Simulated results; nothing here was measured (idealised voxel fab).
process module | voxel local oxidation
cross-section cut | 270 nm wide | cells 5 nm
A cross-section is a grid of square cells, given in bands from the top down. A band is one or more rows of cells.
Each band's line starts with the height of the band's top and of its bottom, in nm. Then come its materials from left to right, each with its width in nm. One material with "throughout" fills the band from edge to edge. "air" is empty space.
Height 0 is the level under which the wafer as received is all one material. The lowest band goes on downwards, as in "0 down".
A width such as "30 to 40" changes by the same amount from each row of cells to the next, from the band's top row to its bottom row.
"no change" after a step means that no cell of the cross-section changed.
closed voids: empty space of 8 cells or more with no open way to the top, each as width x height at its distance from the left edge, in nm
after a step's settings: what the simulator itself notes on the step
overlay nm, on a step with a mask: how far to the right of its planned place the mask lay; to the left if negative
plan
1 op RECEIVE | material Si
2 op CONFORMAL_DEP | material SiO2 | thk nm 5
3 op CONFORMAL_DEP | material SiN | thk nm 10
4 op PATTERN | tone cover | mask id ACTIVE | material resist | width nm 110 | thk nm 20 | overlay nm -15
5 op DIRECTIONAL_ETCH | etch materials SiN | depth nm 10
6 op STRIP | etch materials resist
7 op SELECTIVE_ETCH | etch materials SiO2 | depth nm 5
8 op OXIDIZE | depth nm 10
9 op STRIP | etch materials SiN
varied across the wafers: overlay nm of step 4. The plan shows the first wafer's value. All wafers start alike
first wafer as received, after step 1
  0 down: Si throughout
  closed voids: none
each wafer at the end: cells of each material gained (+) or lost (-) since it was received, then its closed voids
overlay nm -15 | -76 Si | +96 SiO2 | closed voids: none
overlay nm -10 | -76 Si | +96 SiO2 | closed voids: none
overlay nm -5 | -76 Si | +96 SiO2 | closed voids: none
overlay nm 0 | -76 Si | +96 SiO2 | closed voids: none
overlay nm 5 | -76 Si | +96 SiO2 | closed voids: none
overlay nm 10 | -76 Si | +96 SiO2 | closed voids: none
overlay nm 15 | -76 Si | +96 SiO2 | closed voids: none
